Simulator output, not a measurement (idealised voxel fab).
The process module that follows is named voxel gate over fins.
Each square cell in cross-section cut measures 5 nm, and the section as a whole is 255 nm wide.
A cross-section is written here as square cells arranged in a grid, and it is given in bands from the top down, each band taking up one or more rows of cells. The entry gives the band's vertical extent as a top height and a bottom height in nm, then its horizontal make-up as materials from left to right, each with a width in nm. "empty" stands for empty space; a single material marked "full width" fills the band edge to edge. Height datum 0, below which the as-received substrate wafer is one material. Lowest band open at the bottom, running downward: "0 -> down". Width "30->40": first value at the band's top row of cells, second value at its bottom row, equal change from row to row. For the purposes of this document, the phrase "identical to before" attached to a step denotes that no cell within the cross-section was modified by that step. Basically, "Enclosed cavity list" tells you about the enclosed voids: empty spaces with no open way to the top, 8 cells or bigger, each written width x height at distance, where distance is from the left edge, all in nm. If you see something after the settings on a step's line, that's the simulator's own remark about that step. Among the settings permitted on a step's line is "overlay nm"; applied to a step with a mask, it specifies the extent to which the mask lay to the right of its planned position, whereas a negative figure signifies a position to the left.

Here's what the planned process steps look like:
- 1: RECEIVE (material Si)
- 2: CONFORMAL_DEP (material SiN; thk nm 5)
- 3: PATTERN (tone cover; mask id FINS; material resist; width nm 15; pitch nm 35; thk nm 20; overlay nm 0)
- 4: DIRECTIONAL_ETCH (etch materials SiN; depth nm 5)
- 5: DIRECTIONAL_ETCH (etch materials Si; depth nm 40)
- 6: STRIP (etch materials resist)
- 7: OXIDIZE (depth nm 5)
- 8: FILL_DEP (material SiO2; thk nm 10)
- 9: CMP (height nm 5)
- 10: SELECTIVE_ETCH (etch materials SiO2; depth nm 15)
- 11: STRIP (etch materials SiN)
- 12: CONFORMAL_DEP (material HfO2; thk nm 5)
- 13: CONFORMAL_DEP (material TiN; thk nm 5)
- 14: CONFORMAL_DEP (material TiAl; thk nm 5)
- 15: CONFORMAL_DEP (material TiN; thk nm 5)
- 16: FILL_DEP (material W; thk nm 15)
- 17: CMP (height nm 30)
- 18: CONFORMAL_DEP (material SiCN; thk nm 10)

First of the two wafers, run per plan:

The cross-section here shows the wafer as received, i.e. in its state after step 1:
* 0 -> down = Si full width
* Enclosed cavity list: none

Cross-section through the wafer, step 2 finished:
* 5 -> 0 = SiN full width
* Note: structure below 0 unchanged.

Cross-section through the wafer, step 3 finished:
* 25 -> 5 = 65 empty / 15 resist / 20 empty / 15 resist / 20 empty / 15 resist / 20 empty / 15 resist / 70 empty
* Note: structure below 5 unchanged.

Cross-section through the wafer, step 4 finished:
* 25 -> 5 = 65 empty / 15 resist / 20 empty / 15 resist / 20 empty / 15 resist / 20 empty / 15 resist / 70 empty
* 5 -> 0 = 65 empty / 15 SiN / 20 empty / 15 SiN / 20 empty / 15 SiN / 20 empty / 15 SiN / 70 empty
* Note: structure below 0 unchanged.

Cross-section through the wafer, step 5 finished:
* 25 -> 5 = 65 empty / 15 resist / 20 empty / 15 resist / 20 empty / 15 resist / 20 empty / 15 resist / 70 empty
* 5 -> 0 = 65 empty / 15 SiN / 20 empty / 15 SiN / 20 empty / 15 SiN / 20 empty / 15 SiN / 70 empty
* 0 -> -40 = 65 empty / 15 Si / 20 empty / 15 Si / 20 empty / 15 Si / 20 empty / 15 Si / 70 empty
* Note: structure below -40 unchanged.

Cross-section through the wafer, step 6 finished:
* 5 -> 0 = 65 empty / 15 SiN / 20 empty / 15 SiN / 20 empty / 15 SiN / 20 empty / 15 SiN / 70 empty
* Note: structure below 0 unchanged.

Cross-section through the wafer, step 7 finished:
* 5 -> 0 = 65 empty / 15 SiN / 20 empty / 15 SiN / 20 empty / 15 SiN / 20 empty / 15 SiN / 70 empty
* 0 -> -40 = 65 empty / 5 SiO2 / 5 Si / 5 SiO2 / 20 empty / 5 SiO2 / 5 Si / 5 SiO2 / 20 empty / 5 SiO2 / 5 Si / 5 SiO2 / 20 empty / 5 SiO2 / 5 Si / 5 SiO2 / 70 empty
* -40 -> -45 = 70 SiO2 / 5 Si / 30 SiO2 / 5 Si / 30 SiO2 / 5 Si / 30 SiO2 / 5 Si / 75 SiO2
* Note: structure below -45 unchanged.

Cross-section through the wafer, step 8 finished:
* 15 -> 5 = SiO2 full width
* 5 -> 0 = 65 SiO2 / 15 SiN / 20 SiO2 / 15 SiN / 20 SiO2 / 15 SiN / 20 SiO2 / 15 SiN / 70 SiO2
* 0 -> -45 = 70 SiO2 / 5 Si / 30 SiO2 / 5 Si / 30 SiO2 / 5 Si / 30 SiO2 / 5 Si / 75 SiO2
* Note: structure below -45 unchanged.

Cross-section through the wafer, step 9 finished:
* 5 -> 0 = 65 SiO2 / 15 SiN / 20 SiO2 / 15 SiN / 20 SiO2 / 15 SiN / 20 SiO2 / 15 SiN / 70 SiO2
* Note: structure below 0 unchanged.

Cross-section through the wafer, step 10 finished:
* 5 -> 0 = 65 empty / 15 SiN / 20 empty / 15 SiN / 20 empty / 15 SiN / 20 empty / 15 SiN / 70 empty
* 0 -> -10 = 70 empty / 5 Si / 30 empty / 5 Si / 30 empty / 5 Si / 30 empty / 5 Si / 75 empty
* Note: structure below -10 unchanged.

Cross-section through the wafer, step 11 finished:
* 0 -> -10 = 70 empty / 5 Si / 30 empty / 5 Si / 30 empty / 5 Si / 30 empty / 5 Si / 75 empty
* Note: structure below -10 unchanged.

Cross-section through the wafer, step 12 finished:
* 5 -> 0 = 65 empty / 15 HfO2 / 20 empty / 15 HfO2 / 20 empty / 15 HfO2 / 20 empty / 15 HfO2 / 70 empty
* 0 -> -5 = 65 empty / 5 HfO2 / 5 Si / 5 HfO2 / 20 empty / 5 HfO2 / 5 Si / 5 HfO2 / 20 empty / 5 HfO2 / 5 Si / 5 HfO2 / 20 empty / 5 HfO2 / 5 Si / 5 HfO2 / 70 empty
* -5 -> -10 = 70 HfO2 / 5 Si / 30 HfO2 / 5 Si / 30 HfO2 / 5 Si / 30 HfO2 / 5 Si / 75 HfO2
* Note: structure below -10 unchanged.

Cross-section through the wafer, step 13 finished:
* 10 -> 5 = 60 empty / 25 TiN / 10 empty / 25 TiN / 10 empty / 25 TiN / 10 empty / 25 TiN / 65 empty
* 5 -> 0 = 60 empty / 5 TiN / 15 HfO2 / 5 TiN / 10 empty / 5 TiN / 15 HfO2 / 5 TiN / 10 empty / 5 TiN / 15 HfO2 / 5 TiN / 10 empty / 5 TiN / 15 HfO2 / 5 TiN / 65 empty
* 0 -> -5 = 65 TiN / 5 HfO2 / 5 Si / 5 HfO2 / 20 TiN / 5 HfO2 / 5 Si / 5 HfO2 / 20 TiN / 5 HfO2 / 5 Si / 5 HfO2 / 20 TiN / 5 HfO2 / 5 Si / 5 HfO2 / 70 TiN
* Note: structure below -5 unchanged.

Cross-section through the wafer, step 14 finished:
* 15 -> 10 = 55 empty / 140 TiAl / 60 empty
* 10 -> 5 = 55 empty / 5 TiAl / 25 TiN / 10 TiAl / 25 TiN / 10 TiAl / 25 TiN / 10 TiAl / 25 TiN / 5 TiAl / 60 empty
* 5 -> 0 = 60 TiAl / 5 TiN / 15 HfO2 / 5 TiN / 10 TiAl / 5 TiN / 15 HfO2 / 5 TiN / 10 TiAl / 5 TiN / 15 HfO2 / 5 TiN / 10 TiAl / 5 TiN / 15 HfO2 / 5 TiN / 65 TiAl
* Note: structure below 0 unchanged.

Cross-section through the wafer, step 15 finished:
* 20 -> 15 = 50 empty / 150 TiN / 55 empty
* 15 -> 10 = 50 empty / 5 TiN / 140 TiAl / 5 TiN / 55 empty
* 10 -> 5 = 55 TiN / 5 TiAl / 25 TiN / 10 TiAl / 25 TiN / 10 TiAl / 25 TiN / 10 TiAl / 25 TiN / 5 TiAl / 60 TiN
* Note: structure below 5 unchanged.

Cross-section through the wafer, step 16 finished:
* 35 -> 20 = W full width
* 20 -> 15 = 50 W / 150 TiN / 55 W
* 15 -> 10 = 50 W / 5 TiN / 140 TiAl / 5 TiN / 55 W
* Note: structure below 10 unchanged.

Cross-section through the wafer, step 17 finished:
* 30 -> 20 = W full width
* Note: structure below 20 unchanged.

Cross-section through the wafer, step 18 finished:
* 40 -> 30 = SiCN full width
* Note: structure below 30 unchanged.

Regarding the second of the two wafers: it shared the first wafer's starting condition and process plan, yet one error occurred during its execution. Its history coincides with that of the first wafer up to and including step 2:

Cross-section of the second wafer when, according to plan, step 3 should have finished:
* 25 -> 5 = 65 resist / 15 empty / 20 resist / 15 empty / 20 resist / 15 empty / 20 resist / 15 empty / 70 resist
* Note: structure below 5 unchanged.

Cross-section of the second wafer when, according to plan, step 4 should have finished:
* 25 -> 5 = 65 resist / 15 empty / 20 resist / 15 empty / 20 resist / 15 empty / 20 resist / 15 empty / 70 resist
* 5 -> 0 = 65 SiN / 15 empty / 20 SiN / 15 empty / 20 SiN / 15 empty / 20 SiN / 15 empty / 70 SiN
* Note: structure below 0 unchanged.

Cross-section of the second wafer when, according to plan, step 5 should have finished:
* 25 -> 5 = 65 resist / 15 empty / 20 resist / 15 empty / 20 resist / 15 empty / 20 resist / 15 empty / 70 resist
* 5 -> 0 = 65 SiN / 15 empty / 20 SiN / 15 empty / 20 SiN / 15 empty / 20 SiN / 15 empty / 70 SiN
* 0 -> -40 = 65 Si / 15 empty / 20 Si / 15 empty / 20 Si / 15 empty / 20 Si / 15 empty / 70 Si
* Note: structure below -40 unchanged.

Cross-section of the second wafer when, according to plan, step 6 should have finished:
* 5 -> 0 = 65 SiN / 15 empty / 20 SiN / 15 empty / 20 SiN / 15 empty / 20 SiN / 15 empty / 70 SiN
* Note: structure below 0 unchanged.

Cross-section of the second wafer when, according to plan, step 7 should have finished:
* 5 -> 0 = 65 SiN / 15 empty / 20 SiN / 15 empty / 20 SiN / 15 empty / 20 SiN / 15 empty / 70 SiN
* 0 -> -40 = 60 Si / 5 SiO2 / 15 empty / 5 SiO2 / 10 Si / 5 SiO2 / 15 empty / 5 SiO2 / 10 Si / 5 SiO2 / 15 empty / 5 SiO2 / 10 Si / 5 SiO2 / 15 empty / 5 SiO2 / 65 Si
* -40 -> -45 = 60 Si / 25 SiO2 / 10 Si / 25 SiO2 / 10 Si / 25 SiO2 / 10 Si / 25 SiO2 / 65 Si
* Note: structure below -45 unchanged.

Cross-section of the second wafer when, according to plan, step 8 should have finished:
* 15 -> 5 = SiO2 full width
* 5 -> 0 = 65 SiN / 15 SiO2 / 20 SiN / 15 SiO2 / 20 SiN / 15 SiO2 / 20 SiN / 15 SiO2 / 70 SiN
* 0 -> -45 = 60 Si / 25 SiO2 / 10 Si / 25 SiO2 / 10 Si / 25 SiO2 / 10 Si / 25 SiO2 / 65 Si
* Note: structure below -45 unchanged.

Cross-section of the second wafer when, according to plan, step 9 should have finished:
* 5 -> 0 = 65 SiN / 15 SiO2 / 20 SiN / 15 SiO2 / 20 SiN / 15 SiO2 / 20 SiN / 15 SiO2 / 70 SiN
* Note: structure below 0 unchanged.

Cross-section of the second wafer when, according to plan, step 10 should have finished:
* 5 -> 0 = 65 SiN / 15 empty / 20 SiN / 15 empty / 20 SiN / 15 empty / 20 SiN / 15 empty / 70 SiN
* 0 -> -10 = 60 Si / 25 empty / 10 Si / 25 empty / 10 Si / 25 empty / 10 Si / 25 empty / 65 Si
* Note: structure below -10 unchanged.

Cross-section of the second wafer when, according to plan, step 11 should have finished:
* 0 -> -10 = 60 Si / 25 empty / 10 Si / 25 empty / 10 Si / 25 empty / 10 Si / 25 empty / 65 Si
* Note: structure below -10 unchanged.

Cross-section of the second wafer when, according to plan, step 12 should have finished:
* 5 -> 0 = 65 HfO2 / 15 empty / 20 HfO2 / 15 empty / 20 HfO2 / 15 empty / 20 HfO2 / 15 empty / 70 HfO2
* 0 -> -5 = 60 Si / 5 HfO2 / 15 empty / 5 HfO2 / 10 Si / 5 HfO2 / 15 empty / 5 HfO2 / 10 Si / 5 HfO2 / 15 empty / 5 HfO2 / 10 Si / 5 HfO2 / 15 empty / 5 HfO2 / 65 Si
* -5 -> -10 = 60 Si / 25 HfO2 / 10 Si / 25 HfO2 / 10 Si / 25 HfO2 / 10 Si / 25 HfO2 / 65 Si
* Note: structure below -10 unchanged.

Cross-section of the second wafer when, according to plan, step 13 should have finished:
* 10 -> 5 = 70 TiN / 5 empty / 30 TiN / 5 empty / 30 TiN / 5 empty / 30 TiN / 5 empty / 75 TiN
* 5 -> 0 = 65 HfO2 / 5 TiN / 5 empty / 5 TiN / 20 HfO2 / 5 TiN / 5 empty / 5 TiN / 20 HfO2 / 5 TiN / 5 empty / 5 TiN / 20 HfO2 / 5 TiN / 5 empty / 5 TiN / 70 HfO2
* 0 -> -5 = 60 Si / 5 HfO2 / 15 TiN / 5 HfO2 / 10 Si / 5 HfO2 / 15 TiN / 5 HfO2 / 10 Si / 5 HfO2 / 15 TiN / 5 HfO2 / 10 Si / 5 HfO2 / 15 TiN / 5 HfO2 / 65 Si
* Note: structure below -5 unchanged.

Cross-section of the second wafer when, according to plan, step 14 should have finished:
* 15 -> 10 = TiAl full width
* 10 -> 5 = 70 TiN / 5 TiAl / 30 TiN / 5 TiAl / 30 TiN / 5 TiAl / 30 TiN / 5 TiAl / 75 TiN
* 5 -> 0 = 65 HfO2 / 5 TiN / 5 TiAl / 5 TiN / 20 HfO2 / 5 TiN / 5 TiAl / 5 TiN / 20 HfO2 / 5 TiN / 5 TiAl / 5 TiN / 20 HfO2 / 5 TiN / 5 TiAl / 5 TiN / 70 HfO2
* Note: structure below 0 unchanged.

Cross-section of the second wafer when, according to plan, step 15 should have finished:
* 20 -> 15 = TiN full width
* Note: structure below 15 unchanged.

Cross-section of the second wafer when, according to plan, step 16 should have finished:
* 35 -> 20 = W full width
* Note: structure below 20 unchanged.

Cross-section of the second wafer when, according to plan, step 17 should have finished:
* 30 -> 20 = W full width
* Note: structure below 20 unchanged.

Cross-section of the second wafer when, according to plan, step 18 should have finished:
* 40 -> 30 = SiCN full width
* Note: structure below 30 unchanged.
Which mistake was made when the wafer was run? step 3 did not happen as planned, as run it was PATTERN (tone open; mask id FINS; material resist; width nm 15; pitch nm 35; thk nm 20; overlay nm 0)
Final difference in cells, second wafer against first, listed per material as more or fewer: Si +243 | SiO2 -189 | TiAl -8 | TiN -4 | W -42
